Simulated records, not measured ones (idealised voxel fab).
Process module name: voxel capacitor over wiring
Cross-sectional view cut (width: 225 nm; square cell size: 5 nm).
A cross-section is a grid of square cells, given in bands from the top down. A band is one or more rows of cells.
In this notation a band is specified by the heights of its top and bottom, in that order and in nm, after which its materials appear from left to right, each paired with its width in nm. The word "all across" attached to a single material means that material fills the band from edge to edge; the word "blank" stands for empty space.
Where do heights start? At 0: under that level the wafer as delivered is made of one material only. And the lowest band has no floor; it just carries on downward, as in "0 down".
Think of "30->40" as a width that walks from the first number to the second as you go down the band, top row to bottom row, taking equal-sized steps from row to row.
It should be understood that the words "everything unchanged", when stated for a given step, signify that the cross-section underwent no change in any of its cells during that step.
The entry titled "Sealed internal cavities" provides the empty spaces that have no open way to the top, restricted to those of 8 cells or more. Each is presented as width x height at distance, the distance being measured from the left edge, with all three in nm.
Step line, after settings: the simulator's comment on this step.
overlay nm: where the mask lay relative to plan, measured to the right, on steps with a mask; negatives go left.
### List of planned process steps
- 1: RECEIVE | material Si
- 2: CONFORMAL_DEP | material SiO2 | thk nm 10
- 3: CONFORMAL_DEP | material SiN | thk nm 5
- 4: DIRECTIONAL_DEP | material lowk | thk nm 25
- 5: DIRECTIONAL_DEP | material aC | thk nm 15
- 6: PATTERN | tone open | mask id METAL_1 | material resist | width nm 25 | pitch nm 80 | thk nm 30 | overlay nm 0
- 7: DIRECTIONAL_ETCH | etch materials aC | depth nm 15
- 8: STRIP | etch materials resist
- 9: DIRECTIONAL_ETCH | etch materials lowk | depth nm 25
- 10: DIRECTIONAL_ETCH | etch materials SiN | depth nm 5
- 11: STRIP | etch materials aC
- 12: CONFORMAL_DEP | material TiN | thk nm 5
- 13: FILL_DEP | material Ru | thk nm 5
- 14: CMP | height nm 40
- 15: EPI | material Ru | thk nm 5
- 16: FILL_DEP | material SiCN | thk nm 5
- 17: DIRECTIONAL_DEP | material lowk | thk nm 20
- 18: DIRECTIONAL_DEP | material aC | thk nm 10
- 19: PATTERN | tone open | mask id PLUG_1 | material resist | width nm 15 | thk nm 25 | overlay nm 0
- 20: DIRECTIONAL_ETCH | etch materials aC | depth nm 10
- 21: STRIP | etch materials resist
- 22: DIRECTIONAL_ETCH | etch materials lowk | depth nm 20
- 23: DIRECTIONAL_ETCH | etch materials SiCN | depth nm 5
- 24: STRIP | etch materials aC
- 25: EPI | material Ru | thk nm 10
- 26: EPI | material Ru | thk nm 10
- 27: EPI | material Ru | thk nm 5
- 28: DIRECTIONAL_DEP | material TiN | thk nm 10
- 29: DIRECTIONAL_DEP | material HfO2 | thk nm 5
- 30: DIRECTIONAL_DEP | material TiN | thk nm 10
- 31: MASKED_ETCH | tone cover | mask id UPPER_PLATE | width nm 60 | etch materials TiN | depth nm 10 | overlay nm 0
- 32: MASKED_ETCH | tone cover | mask id UPPER_PLATE | width nm 60 | etch materials HfO2 | depth nm 5 | overlay nm 0
- 33: MASKED_ETCH | tone cover | mask id LOWER_PLATE | width nm 70 | etch materials TiN | depth nm 10 | overlay nm 0
- 34: FILL_DEP | material SiO2 | thk nm 15
- 35: CMP | height nm 105
- 36: MASKED_ETCH | tone open | mask id PLUG_2 | width nm 15 | etch materials SiO2 | depth nm 10 | overlay nm 0
- 37: CONFORMAL_DEP | material TiN | thk nm 5
- 38: FILL_DEP | material W | thk nm 10
- 39: CMP | height nm 105
- 40: CONFORMAL_DEP | material SiCN | thk nm 5
### What follows covers the first of two wafers; it ran as planned
### Wafer cross-section on receipt, i.e. after step 1
    0 down: Si all across
    Sealed internal cavities: none
### after step 2
    10 to 0: SiO2 all across
    Note: structure below 0 unchanged.
### after step 3
    15 to 10: SiN all across
    Note: structure below 10 unchanged.
### after step 4
    40 to 15: lowk all across
    Note: structure below 15 unchanged.
### after step 5
    55 to 40: aC all across
    Note: structure below 40 unchanged.
### after step 6
    85 to 55: resist (60), then blank (25), then resist (55), then blank (25), then resist (60)
    Note: structure below 55 unchanged.
### after step 7
    70 to 55: resist (60), then blank (25), then resist (55), then blank (25), then resist (60)
    55 to 40: aC (60), then blank (25), then aC (55), then blank (25), then aC (60)
    Note: structure below 40 unchanged.
### after step 8
    55 to 40: aC (60), then blank (25), then aC (55), then blank (25), then aC (60)
    Note: structure below 40 unchanged.
### after step 9
    55 to 40: aC (60), then blank (25), then aC (55), then blank (25), then aC (60)
    40 to 15: lowk (60), then blank (25), then lowk (55), then blank (25), then lowk (60)
    Note: structure below 15 unchanged.
### after step 10
    55 to 40: aC (60), then blank (25), then aC (55), then blank (25), then aC (60)
    40 to 15: lowk (60), then blank (25), then lowk (55), then blank (25), then lowk (60)
    15 to 10: SiN (60), then blank (25), then SiN (55), then blank (25), then SiN (60)
    Note: structure below 10 unchanged.
### after step 11
    40 to 15: lowk (60), then blank (25), then lowk (55), then blank (25), then lowk (60)
    Note: structure below 15 unchanged.
### after step 12
    45 to 40: TiN (65), then blank (15), then TiN (65), then blank (15), then TiN (65)
    40 to 15: lowk (60), then TiN (5), then blank (15), then TiN (5), then lowk (55), then TiN (5), then blank (15), then TiN (5), then lowk (60)
    15 to 10: SiN (60), then TiN (25), then SiN (55), then TiN (25), then SiN (60)
    Note: structure below 10 unchanged.
### after step 13
    50 to 45: Ru all across
    45 to 40: TiN (65), then Ru (15), then TiN (65), then Ru (15), then TiN (65)
    40 to 15: lowk (60), then TiN (5), then Ru (15), then TiN (5), then lowk (55), then TiN (5), then Ru (15), then TiN (5), then lowk (60)
    Note: structure below 15 unchanged.
### after step 14
    40 to 15: lowk (60), then TiN (5), then Ru (15), then TiN (5), then lowk (55), then TiN (5), then Ru (15), then TiN (5), then lowk (60)
    Note: structure below 15 unchanged.
### after step 15
    45 to 40: blank (55), then Ru (35), then blank (45), then Ru (35), then blank (55)
    Note: structure below 40 unchanged.
### after step 16
    50 to 45: SiCN all across
    45 to 40: SiCN (55), then Ru (35), then SiCN (45), then Ru (35), then SiCN (55)
    Note: structure below 40 unchanged.
### after step 17
    70 to 50: lowk all across
    Note: structure below 50 unchanged.
### after step 18
    80 to 70: aC all across
    Note: structure below 70 unchanged.
### after step 19
    105 to 80: resist (70), then blank (15), then resist (140)
    Note: structure below 80 unchanged.
### after step 20
    95 to 80: resist (70), then blank (15), then resist (140)
    80 to 70: aC (70), then blank (15), then aC (140)
    Note: structure below 70 unchanged.
### after step 21
    80 to 70: aC (70), then blank (15), then aC (140)
    Note: structure below 70 unchanged.
### after step 22
    80 to 70: aC (70), then blank (15), then aC (140)
    70 to 50: lowk (70), then blank (15), then lowk (140)
    Note: structure below 50 unchanged.
### after step 23
    80 to 70: aC (70), then blank (15), then aC (140)
    70 to 50: lowk (70), then blank (15), then lowk (140)
    50 to 45: SiCN (70), then blank (15), then SiCN (140)
    Note: structure below 45 unchanged.
### after step 24
    70 to 50: lowk (70), then blank (15), then lowk (140)
    Note: structure below 50 unchanged.
### after step 25
    70 to 55: lowk (70), then blank (15), then lowk (140)
    55 to 50: lowk (70), then Ru (15), then lowk (140)
    50 to 45: SiCN (70), then Ru (15), then SiCN (140)
    Note: structure below 45 unchanged.
### after step 26
    70 to 65: lowk (70), then blank (15), then lowk (140)
    65 to 50: lowk (70), then Ru (15), then lowk (140)
    Note: structure below 50 unchanged.
### after step 27
    70 to 50: lowk (70), then Ru (15), then lowk (140)
    Note: structure below 50 unchanged.
### after step 28
    80 to 70: TiN all across
    Note: structure below 70 unchanged.
### after step 29
    85 to 80: HfO2 all across
    Note: structure below 80 unchanged.
### after step 30
    95 to 85: TiN all across
    Note: structure below 85 unchanged.
### after step 31
    95 to 85: blank (70), then TiN (60), then blank (95)
    Note: structure below 85 unchanged.
### after step 32
    95 to 85: blank (70), then TiN (60), then blank (95)
    85 to 80: blank (70), then HfO2 (60), then blank (95)
    Note: structure below 80 unchanged.
### after step 33
    95 to 85: blank (70), then TiN (60), then blank (95)
    85 to 80: blank (70), then HfO2 (60), then blank (95)
    80 to 70: blank (65), then TiN (70), then blank (90)
    Note: structure below 70 unchanged.
### after step 34
    110 to 95: SiO2 all across
    95 to 85: SiO2 (70), then TiN (60), then SiO2 (95)
    85 to 80: SiO2 (70), then HfO2 (60), then SiO2 (95)
    80 to 70: SiO2 (65), then TiN (70), then SiO2 (90)
    Note: structure below 70 unchanged.
### after step 35
    105 to 95: SiO2 all across
    Note: structure below 95 unchanged.
### after step 36
    105 to 95: SiO2 (80), then blank (15), then SiO2 (130)
    Note: structure below 95 unchanged.
### after step 37
    110 to 105: TiN (85), then blank (5), then TiN (135)
    105 to 100: SiO2 (80), then TiN (5), then blank (5), then TiN (5), then SiO2 (130)
    100 to 95: SiO2 (80), then TiN (15), then SiO2 (130)
    Note: structure below 95 unchanged.
### after step 38
    120 to 110: W all across
    110 to 105: TiN (85), then W (5), then TiN (135)
    105 to 100: SiO2 (80), then TiN (5), then W (5), then TiN (5), then SiO2 (130)
    Note: structure below 100 unchanged.
### after step 39
    105 to 100: SiO2 (80), then TiN (5), then W (5), then TiN (5), then SiO2 (130)
    Note: structure below 100 unchanged.
### after step 40
    110 to 105: SiCN all across
    Note: structure below 105 unchanged.
### Second wafer. Start and plan as for the first. One mistake made in running. Agrees with the first up to and including step 18
### Cross-section of the second wafer corresponding to the planned conclusion of step 19
    105 to 80: resist (70), then blank (20), then resist (135)
    Note: structure below 80 unchanged.
### Cross-section of the second wafer corresponding to the planned conclusion of step 20
    95 to 80: resist (70), then blank (20), then resist (135)
    80 to 70: aC (70), then blank (20), then aC (135)
    Note: structure below 70 unchanged.
### Cross-section of the second wafer corresponding to the planned conclusion of step 21
    80 to 70: aC (70), then blank (20), then aC (135)
    Note: structure below 70 unchanged.
### Cross-section of the second wafer corresponding to the planned conclusion of step 22
    80 to 70: aC (70), then blank (20), then aC (135)
    70 to 50: lowk (70), then blank (20), then lowk (135)
    Note: structure below 50 unchanged.
### Cross-section of the second wafer corresponding to the planned conclusion of step 23
    80 to 70: aC (70), then blank (20), then aC (135)
    70 to 50: lowk (70), then blank (20), then lowk (135)
    50 to 45: SiCN (70), then blank (20), then SiCN (135)
    Note: structure below 45 unchanged.
### Cross-section of the second wafer corresponding to the planned conclusion of step 24
    70 to 50: lowk (70), then blank (20), then lowk (135)
    Note: structure below 50 unchanged.
### Cross-section of the second wafer corresponding to the planned conclusion of step 25
    70 to 55: lowk (70), then blank (20), then lowk (135)
    55 to 50: lowk (70), then Ru (20), then lowk (135)
    50 to 45: SiCN (70), then Ru (20), then SiCN (135)
    Note: structure below 45 unchanged.
### Cross-section of the second wafer corresponding to the planned conclusion of step 26
    70 to 65: lowk (70), then blank (20), then lowk (135)
    65 to 50: lowk (70), then Ru (20), then lowk (135)
    Note: structure below 50 unchanged.
### Cross-section of the second wafer corresponding to the planned conclusion of step 27
    70 to 50: lowk (70), then Ru (20), then lowk (135)
    Note: structure below 50 unchanged.
### Cross-section of the second wafer corresponding to the planned conclusion of step 28
    80 to 70: TiN all across
    Note: structure below 70 unchanged.
### Cross-section of the second wafer corresponding to the planned conclusion of step 29
    85 to 80: HfO2 all across
    Note: structure below 80 unchanged.
### Cross-section of the second wafer corresponding to the planned conclusion of step 30
    95 to 85: TiN all across
    Note: structure below 85 unchanged.
### Cross-section of the second wafer corresponding to the planned conclusion of step 31
    95 to 85: blank (70), then TiN (60), then blank (95)
    Note: structure below 85 unchanged.
### Cross-section of the second wafer corresponding to the planned conclusion of step 32
    95 to 85: blank (70), then TiN (60), then blank (95)
    85 to 80: blank (70), then HfO2 (60), then blank (95)
    Note: structure below 80 unchanged.
### Cross-section of the second wafer corresponding to the planned conclusion of step 33
    95 to 85: blank (70), then TiN (60), then blank (95)
    85 to 80: blank (70), then HfO2 (60), then blank (95)
    80 to 70: blank (65), then TiN (70), then blank (90)
    Note: structure below 70 unchanged.
### Cross-section of the second wafer corresponding to the planned conclusion of step 34
    110 to 95: SiO2 all across
    95 to 85: SiO2 (70), then TiN (60), then SiO2 (95)
    85 to 80: SiO2 (70), then HfO2 (60), then SiO2 (95)
    80 to 70: SiO2 (65), then TiN (70), then SiO2 (90)
    Note: structure below 70 unchanged.
### Cross-section of the second wafer corresponding to the planned conclusion of step 35
    105 to 95: SiO2 all across
    Note: structure below 95 unchanged.
### Cross-section of the second wafer corresponding to the planned conclusion of step 36
    105 to 95: SiO2 (80), then blank (15), then SiO2 (130)
    Note: structure below 95 unchanged.
### Cross-section of the second wafer corresponding to the planned conclusion of step 37
    110 to 105: TiN (85), then blank (5), then TiN (135)
    105 to 100: SiO2 (80), then TiN (5), then blank (5), then TiN (5), then SiO2 (130)
    100 to 95: SiO2 (80), then TiN (15), then SiO2 (130)
    Note: structure below 95 unchanged.
### Cross-section of the second wafer corresponding to the planned conclusion of step 38
    120 to 110: W all across
    110 to 105: TiN (85), then W (5), then TiN (135)
    105 to 100: SiO2 (80), then TiN (5), then W (5), then TiN (5), then SiO2 (130)
    Note: structure below 100 unchanged.
### Cross-section of the second wafer corresponding to the planned conclusion of step 39
    105 to 100: SiO2 (80), then TiN (5), then W (5), then TiN (5), then SiO2 (130)
    Note: structure below 100 unchanged.
### Cross-section of the second wafer corresponding to the planned conclusion of step 40
    110 to 105: SiCN all across
    Note: structure below 105 unchanged.
Heads up, the wafer didn't run the way we planned it: step 19 was processed under conditions differing from the plan, specifically as PATTERN | tone open | mask id PLUG_1 | material resist | width nm 20 | thk nm 25 | overlay nm 0
Count the cells at the end and the second wafer has more or fewer of some materials than the first: Ru +5, SiCN -1, lowk -4
